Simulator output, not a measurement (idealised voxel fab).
Process module under the name voxel air gaps
Xsec cut, 260 nm wide, square cell size 5 nm.
Throughout this document, each cross-section is represented as a grid of square cells and is presented as a sequence of bands enumerated from the top downward, where a band comprises one or more rows of cells. Heights first: top, then bottom, in nm. Then materials, left to right, each with a width in nm. "all across" on a single material: fills the band edge to edge. "empty": empty space. Convention: height 0 is the level below which the wafer, as received, is all one material. The lowest band does not terminate at the bottom but continues downward, represented as "0 nm and below". Width "30->40": first value at the band's top row of cells, second value at its bottom row, equal change from row to row. It should be understood that the words "nothing got changed", when stated for a given step, signify that the cross-section underwent no change in any of its cells during that step. Entry "Enclosed void catalog" = empty spaces >= 8 cells with no open way to the top; each as width x height at distance, distance from left edge, all nm. after a step's settings: what the simulator itself notes on the step. overlay nm: where the mask lay relative to plan, measured to the right, on steps with a mask; negatives go left.
Set out below are the planned steps of the process
1. RECEIVE | material Si
2. CONFORMAL_DEP | material SiO2 | thk nm 10
3. CONFORMAL_DEP | material SiCN | thk nm 5
4. DIRECTIONAL_DEP | material lowk | thk nm 35
5. DIRECTIONAL_DEP | material aC | thk nm 10
6. PATTERN | tone open | mask id LINES | material resist | width nm 25 | pitch nm 55 | thk nm 30 | overlay nm 0
7. DIRECTIONAL_ETCH | etch materials aC | depth nm 10
8. STRIP | etch materials resist
9. DIRECTIONAL_ETCH | etch materials lowk | depth nm 35
10. STRIP | etch materials aC
11. CONFORMAL_DEP | material TiN | thk nm 5
12. FILL_DEP | material Ru | thk nm 10
13. CMP | height nm 50
14. EPI | material Ru | thk nm 10
15. SELECTIVE_ETCH | etch materials lowk | depth nm 45
16. CONFORMAL_DEP | material SiCN | thk nm 5
Of two wafers, the first: run according to plan
Received-state cross-section, reflecting completion of step 1
> 0 nm and below  Si all across
> Enclosed void catalog: none
The wafer in cross-section once step 2 is complete
> 10 nm to 0 nm  SiO2 all across
> Note: structure below 0 unchanged.
The wafer in cross-section once step 3 is complete
> 15 nm to 10 nm  SiCN all across
> Note: structure below 10 unchanged.
The wafer in cross-section once step 4 is complete
> 50 nm to 15 nm  lowk all across
> Note: structure below 15 unchanged.
The wafer in cross-section once step 5 is complete
> 60 nm to 50 nm  aC all across
> Note: structure below 50 unchanged.
The wafer in cross-section once step 6 is complete
> 90 nm to 60 nm  resist (35); empty (25); resist (30); empty (25); resist (30); empty (25); resist (30); empty (25); resist (35)
> Note: structure below 60 unchanged.
The wafer in cross-section once step 7 is complete
> 80 nm to 60 nm  resist (35); empty (25); resist (30); empty (25); resist (30); empty (25); resist (30); empty (25); resist (35)
> 60 nm to 50 nm  aC (35); empty (25); aC (30); empty (25); aC (30); empty (25); aC (30); empty (25); aC (35)
> Note: structure below 50 unchanged.
The wafer in cross-section once step 8 is complete
> 60 nm to 50 nm  aC (35); empty (25); aC (30); empty (25); aC (30); empty (25); aC (30); empty (25); aC (35)
> Note: structure below 50 unchanged.
The wafer in cross-section once step 9 is complete
> 60 nm to 50 nm  aC (35); empty (25); aC (30); empty (25); aC (30); empty (25); aC (30); empty (25); aC (35)
> 50 nm to 15 nm  lowk (35); empty (25); lowk (30); empty (25); lowk (30); empty (25); lowk (30); empty (25); lowk (35)
> Note: structure below 15 unchanged.
The wafer in cross-section once step 10 is complete
> 50 nm to 15 nm  lowk (35); empty (25); lowk (30); empty (25); lowk (30); empty (25); lowk (30); empty (25); lowk (35)
> Note: structure below 15 unchanged.
The wafer in cross-section once step 11 is complete
> 55 nm to 50 nm  TiN (40); empty (15); TiN (40); empty (15); TiN (40); empty (15); TiN (40); empty (15); TiN (40)
> 50 nm to 20 nm  lowk (35); TiN (5); empty (15); TiN (5); lowk (30); TiN (5); empty (15); TiN (5); lowk (30); TiN (5); empty (15); TiN (5); lowk (30); TiN (5); empty (15); TiN (5); lowk (35)
> 20 nm to 15 nm  lowk (35); TiN (25); lowk (30); TiN (25); lowk (30); TiN (25); lowk (30); TiN (25); lowk (35)
> Note: structure below 15 unchanged.
The wafer in cross-section once step 12 is complete
> 65 nm to 55 nm  Ru all across
> 55 nm to 50 nm  TiN (40); Ru (15); TiN (40); Ru (15); TiN (40); Ru (15); TiN (40); Ru (15); TiN (40)
> 50 nm to 20 nm  lowk (35); TiN (5); Ru (15); TiN (5); lowk (30); TiN (5); Ru (15); TiN (5); lowk (30); TiN (5); Ru (15); TiN (5); lowk (30); TiN (5); Ru (15); TiN (5); lowk (35)
> Note: structure below 20 unchanged.
The wafer in cross-section once step 13 is complete
> 50 nm to 20 nm  lowk (35); TiN (5); Ru (15); TiN (5); lowk (30); TiN (5); Ru (15); TiN (5); lowk (30); TiN (5); Ru (15); TiN (5); lowk (30); TiN (5); Ru (15); TiN (5); lowk (35)
> Note: structure below 20 unchanged.
The wafer in cross-section once step 14 is complete
> 60 nm to 50 nm  empty (25); Ru (45); empty (10); Ru (45); empty (10); Ru (45); empty (10); Ru (45); empty (25)
> Note: structure below 50 unchanged.
The wafer in cross-section once step 15 is complete
> 60 nm to 50 nm  empty (25); Ru (45); empty (10); Ru (45); empty (10); Ru (45); empty (10); Ru (45); empty (25)
> 50 nm to 20 nm  empty (35); TiN (5); Ru (15); TiN (5); empty (30); TiN (5); Ru (15); TiN (5); empty (30); TiN (5); Ru (15); TiN (5); empty (30); TiN (5); Ru (15); TiN (5); empty (35)
> 20 nm to 15 nm  empty (35); TiN (25); empty (30); TiN (25); empty (30); TiN (25); empty (30); TiN (25); empty (35)
> Note: structure below 15 unchanged.
The wafer in cross-section once step 16 is complete
> 65 nm to 60 nm  empty (20); SiCN (220); empty (20)
> 60 nm to 50 nm  empty (20); SiCN (5); Ru (45); SiCN (10); Ru (45); SiCN (10); Ru (45); SiCN (10); Ru (45); SiCN (5); empty (20)
> 50 nm to 45 nm  empty (20); SiCN (15); TiN (5); Ru (15); TiN (5); SiCN (30); TiN (5); Ru (15); TiN (5); SiCN (30); TiN (5); Ru (15); TiN (5); SiCN (30); TiN (5); Ru (15); TiN (5); SiCN (15); empty (20)
> 45 nm to 20 nm  empty (30); SiCN (5); TiN (5); Ru (15); TiN (5); SiCN (5); empty (20); SiCN (5); TiN (5); Ru (15); TiN (5); SiCN (5); empty (20); SiCN (5); TiN (5); Ru (15); TiN (5); SiCN (5); empty (20); SiCN (5); TiN (5); Ru (15); TiN (5); SiCN (5); empty (30)
> 20 nm to 15 nm  SiCN (35); TiN (25); SiCN (30); TiN (25); SiCN (30); TiN (25); SiCN (30); TiN (25); SiCN (35)
> Note: structure below 15 unchanged.
> Enclosed void catalog: 20 x 25 at 65; 20 x 25 at 120; 20 x 25 at 175
Wafer two of two - same starting point, same process plan, one mistake in execution; matches wafer one up to and including step 5
Look at the second wafer in cross-section at the time step 6 ought to have finished
> 90 nm to 60 nm  resist (30); empty (35); resist (20); empty (35); resist (20); empty (35); resist (20); empty (35); resist (30)
> Note: structure below 60 unchanged.
Look at the second wafer in cross-section at the time step 7 ought to have finished
> 80 nm to 60 nm  resist (30); empty (35); resist (20); empty (35); resist (20); empty (35); resist (20); empty (35); resist (30)
> 60 nm to 50 nm  aC (30); empty (35); aC (20); empty (35); aC (20); empty (35); aC (20); empty (35); aC (30)
> Note: structure below 50 unchanged.
Look at the second wafer in cross-section at the time step 8 ought to have finished
> 60 nm to 50 nm  aC (30); empty (35); aC (20); empty (35); aC (20); empty (35); aC (20); empty (35); aC (30)
> Note: structure below 50 unchanged.
Look at the second wafer in cross-section at the time step 9 ought to have finished
> 60 nm to 50 nm  aC (30); empty (35); aC (20); empty (35); aC (20); empty (35); aC (20); empty (35); aC (30)
> 50 nm to 15 nm  lowk (30); empty (35); lowk (20); empty (35); lowk (20); empty (35); lowk (20); empty (35); lowk (30)
> Note: structure below 15 unchanged.
Look at the second wafer in cross-section at the time step 10 ought to have finished
> 50 nm to 15 nm  lowk (30); empty (35); lowk (20); empty (35); lowk (20); empty (35); lowk (20); empty (35); lowk (30)
> Note: structure below 15 unchanged.
Look at the second wafer in cross-section at the time step 11 ought to have finished
> 55 nm to 50 nm  TiN (35); empty (25); TiN (30); empty (25); TiN (30); empty (25); TiN (30); empty (25); TiN (35)
> 50 nm to 20 nm  lowk (30); TiN (5); empty (25); TiN (5); lowk (20); TiN (5); empty (25); TiN (5); lowk (20); TiN (5); empty (25); TiN (5); lowk (20); TiN (5); empty (25); TiN (5); lowk (30)
> 20 nm to 15 nm  lowk (30); TiN (35); lowk (20); TiN (35); lowk (20); TiN (35); lowk (20); TiN (35); lowk (30)
> Note: structure below 15 unchanged.
Look at the second wafer in cross-section at the time step 12 ought to have finished
> 65 nm to 55 nm  Ru all across
> 55 nm to 50 nm  TiN (35); Ru (25); TiN (30); Ru (25); TiN (30); Ru (25); TiN (30); Ru (25); TiN (35)
> 50 nm to 20 nm  lowk (30); TiN (5); Ru (25); TiN (5); lowk (20); TiN (5); Ru (25); TiN (5); lowk (20); TiN (5); Ru (25); TiN (5); lowk (20); TiN (5); Ru (25); TiN (5); lowk (30)
> Note: structure below 20 unchanged.
Look at the second wafer in cross-section at the time step 13 ought to have finished
> 50 nm to 20 nm  lowk (30); TiN (5); Ru (25); TiN (5); lowk (20); TiN (5); Ru (25); TiN (5); lowk (20); TiN (5); Ru (25); TiN (5); lowk (20); TiN (5); Ru (25); TiN (5); lowk (30)
> Note: structure below 20 unchanged.
Look at the second wafer in cross-section at the time step 14 ought to have finished
> 60 nm to 50 nm  empty (20); Ru (220); empty (20)
> Note: structure below 50 unchanged.
Look at the second wafer in cross-section at the time step 15 ought to have finished
> 60 nm to 50 nm  empty (20); Ru (220); empty (20)
> 50 nm to 20 nm  empty (30); TiN (5); Ru (25); TiN (5); lowk (20); TiN (5); Ru (25); TiN (5); lowk (20); TiN (5); Ru (25); TiN (5); lowk (20); TiN (5); Ru (25); TiN (5); empty (30)
> 20 nm to 15 nm  empty (30); TiN (35); lowk (20); TiN (35); lowk (20); TiN (35); lowk (20); TiN (35); empty (30)
> Note: structure below 15 unchanged.
Look at the second wafer in cross-section at the time step 16 ought to have finished
> 65 nm to 60 nm  empty (15); SiCN (230); empty (15)
> 60 nm to 50 nm  empty (15); SiCN (5); Ru (220); SiCN (5); empty (15)
> 50 nm to 45 nm  empty (15); SiCN (15); TiN (5); Ru (25); TiN (5); lowk (20); TiN (5); Ru (25); TiN (5); lowk (20); TiN (5); Ru (25); TiN (5); lowk (20); TiN (5); Ru (25); TiN (5); SiCN (15); empty (15)
> 45 nm to 20 nm  empty (25); SiCN (5); TiN (5); Ru (25); TiN (5); lowk (20); TiN (5); Ru (25); TiN (5); lowk (20); TiN (5); Ru (25); TiN (5); lowk (20); TiN (5); Ru (25); TiN (5); SiCN (5); empty (25)
> 20 nm to 15 nm  SiCN (30); TiN (35); lowk (20); TiN (35); lowk (20); TiN (35); lowk (20); TiN (35); SiCN (30)
> Note: structure below 15 unchanged.
Finding, execution versus plan: the process deviated at step 6: the operation and settings actually run there were PATTERN | tone open | mask id LINES | material resist | width nm 35 | pitch nm 55 | thk nm 30 | overlay nm 0
Wrapping up, a cell-based count of both wafers puts the second over or under the first for these materials: Ru +64, SiCN -78, TiN +8, lowk +84
Final closed voids: first wafer 3, second wafer 0.
